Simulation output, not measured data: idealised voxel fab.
Proc. module: voxel plated lines
Displayed cross-section: cut, width of 265 nm, square cells sized 5 nm.
A cross-section is a grid of square cells, given in bands from the top down. A band is one or more rows of cells.
First you get the band's top height and its bottom height, in nm, and then the materials it's made of, left to right, with each width in nm. If you see a single material with "full width", that one covers the band edge to edge. "empty" is empty space.
Heights from 0 (as-received wafer is one material below). Bottom band endless downward, as "0 and below".
The notation "30..40" denotes a width that varies across the rows of cells in the band, beginning at the first number in the top row, finishing at the second number in the bottom row, and changing by an identical amount from each row to the next.
Any step labelled "nothing changed" changed none of the cells in the cross-section.
Under "Enclosed empty spaces" you'll find the enclosed gaps, the ones with no way out to the top, that are 8 cells or bigger; each reads width x height at distance, with distance counted from the left edge, everything in nm.
On each step's line, the part that comes after the settings is the simulator's own comment on the step.
A step's line can hold "overlay nm"; with a mask on that step, the setting says how far right of the planned place the mask lay, while a negative setting says it lay to the left.

Listed below are the process steps as planned
1,RECEIVE (material Si)
2,CONFORMAL_DEP (material Al2O3; thk nm 10)
3,DIRECTIONAL_DEP (material TiN; thk nm 5)
4,PATTERN (tone open; mask id LINES; material resist; width nm 15; pitch nm 35; thk nm 20; overlay nm 0)
5,EPI (material Ru; thk nm 5)
6,STRIP (etch materials resist)
7,DIRECTIONAL_ETCH (etch materials TiN; depth nm 5)
8,CONFORMAL_DEP (material SiN; thk nm 10)

Wafer, first of two, run as planned

As-received state of the wafer in cross-section, equivalent to post-step 1
* 0 and below | Si full width
* Enclosed empty spaces: none

After step 2, in cross-section
* 10 down to 0 | Al2O3 full width
* At heights below 0, the structure remains unaltered.

After step 3, in cross-section
* 15 down to 10 | TiN full width
* At heights below 10, the structure remains unaltered.

After step 4, in cross-section
* 35 down to 15 | resist: 90; empty: 15; resist: 20; empty: 15; resist: 20; empty: 15; resist: 90
* At heights below 15, the structure remains unaltered.

After step 5, in cross-section
* 35 down to 20 | resist: 90; empty: 15; resist: 20; empty: 15; resist: 20; empty: 15; resist: 90
* 20 down to 15 | resist: 90; Ru: 15; resist: 20; Ru: 15; resist: 20; Ru: 15; resist: 90
* At heights below 15, the structure remains unaltered.

After step 6, in cross-section
* 20 down to 15 | empty: 90; Ru: 15; empty: 20; Ru: 15; empty: 20; Ru: 15; empty: 90
* At heights below 15, the structure remains unaltered.

After step 7, in cross-section
* 20 down to 15 | empty: 90; Ru: 15; empty: 20; Ru: 15; empty: 20; Ru: 15; empty: 90
* 15 down to 10 | empty: 90; TiN: 15; empty: 20; TiN: 15; empty: 20; TiN: 15; empty: 90
* At heights below 10, the structure remains unaltered.

After step 8, in cross-section
* 30 down to 20 | empty: 80; SiN: 105; empty: 80
* 20 down to 15 | SiN: 90; Ru: 15; SiN: 20; Ru: 15; SiN: 20; Ru: 15; SiN: 90
* 15 down to 10 | SiN: 90; TiN: 15; SiN: 20; TiN: 15; SiN: 20; TiN: 15; SiN: 90
* At heights below 10, the structure remains unaltered.

Wafer two of the pair: same origin, same plan, one error during the run; identical to wafer one up to and including step 2

The second wafer cut through, at the time step 3 was supposed to be finished
* 15 down to 0 | Al2O3 full width
* At heights below 0, the structure remains unaltered.

The second wafer cut through, at the time step 4 was supposed to be finished
* 35 down to 15 | resist: 90; empty: 15; resist: 20; empty: 15; resist: 20; empty: 15; resist: 90
* At heights below 15, the structure remains unaltered.

The second wafer cut through, at the time step 5 was supposed to be finished: nothing changed

The second wafer cut through, at the time step 6 was supposed to be finished
* 15 down to 0 | Al2O3 full width
* At heights below 0, the structure remains unaltered.

The second wafer cut through, at the time step 7 was supposed to be finished: nothing changed

The second wafer cut through, at the time step 8 was supposed to be finished
* 25 down to 15 | SiN full width
* At heights below 15, the structure remains unaltered.
Diagnosis: step 3 off recipe, ran as DIRECTIONAL_DEP (material Al2O3; thk nm 5)
Final difference in cells, second wafer against first, listed per material as more or fewer: 53 more of Al2O3; 9 fewer of Ru; 24 fewer of SiN; 9 fewer of TiN
